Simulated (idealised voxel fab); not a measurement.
Process module name: voxel quadruple lines
The cross-section on display is named cut; it measures 160 nm wide, and its cells are 5 nm squares.
Cross-sections here: square-cell grids, written as top-down lists of bands, a band being one or more rows of cells.
The entry gives the band's vertical extent as a top height and a bottom height in nm, then its horizontal make-up as materials from left to right, each with a width in nm. "air" stands for empty space; a single material marked "everywhere" fills the band edge to edge.
Ref level 0: as-received wafer is one material below here. Bottom band extends down with no lower bound ("0 down").
Graded width ("30..40"): value in top row of band = first number; value in bottom row = second number; row-to-row change constant.
"stayed the same" after a step means that no cell of the cross-section changed.
Closed-off voids of 8+ cells (no open route to the top) go in "Listed closed voids", written width x height at distance from the left edge, in nm.
Anything after a step's settings on that line? It's the simulator's own note about the step.
A step line may carry the setting "overlay nm", which, for steps involving a mask, states the distance by which the mask lay to the right of its intended position; negative values denote displacement to the left.
The process steps that were planned are listed below
1: RECEIVE | material Si
2: CONFORMAL_DEP | material Al2O3 | thk nm 5
3: DIRECTIONAL_DEP | material W | thk nm 5
4: DIRECTIONAL_DEP | material polySi | thk nm 20
5: DIRECTIONAL_DEP | material aC | thk nm 20
6: PATTERN | tone cover | mask id MANDREL | material resist | width nm 20 | pitch nm 60 | thk nm 25 | overlay nm 0
7: DIRECTIONAL_ETCH | etch materials aC | depth nm 20
8: STRIP | etch materials resist
9: CONFORMAL_DEP | material SiO2 | thk nm 10
10: DIRECTIONAL_ETCH | etch materials SiO2 | depth nm 10
11: STRIP | etch materials aC
12: DIRECTIONAL_ETCH | etch materials polySi | depth nm 20
13: STRIP | etch materials SiO2
14: CONFORMAL_DEP | material SiN | thk nm 5
15: DIRECTIONAL_ETCH | etch materials SiN | depth nm 5
16: STRIP | etch materials polySi
17: DIRECTIONAL_ETCH | etch materials W | depth nm 10
18: STRIP | etch materials SiN
The thk nm used in step 3 is not the same on every wafer, whereas the starting condition is; the value printed in the plan is the first wafer's.
First wafer as received, after step 1
0 down  Si everywhere
Listed closed voids: none
Once step 18, the last step, is complete, the module is at its end; this is the cross-section of the first of several wafers
10 to 5  air=25  W=5  air=10  W=5  air=10  W=5  air=10  W=5  air=10  W=5  air=10  W=5  air=10  W=5  air=10  W=5  air=25
5 to 0  Al2O3 everywhere
0 down  Si everywhere
Listed closed voids: none
Module end, final wafer: cross-section
30 to 20  air=25  W=5  air=10  W=5  air=10  W=5  air=10  W=5  air=10  W=5  air=10  W=5  air=10  W=5  air=10  W=5  air=25
20 to 5  W everywhere
5 to 0  Al2O3 everywhere
0 down  Si everywhere
Listed closed voids: none
Where each wafer stands at the end of the module, a row apiece: cells of each material gained (+) or lost (-) since it was received, then closed voids
thk nm 5, +32 Al2O3, +8 W, Listed closed voids: none
thk nm 10, +32 Al2O3, +16 W, Listed closed voids: none
thk nm 15, +32 Al2O3, +48 W, Listed closed voids: none
thk nm 20, +32 Al2O3, +80 W, Listed closed voids: none
thk nm 25, +32 Al2O3, +112 W, Listed closed voids: none
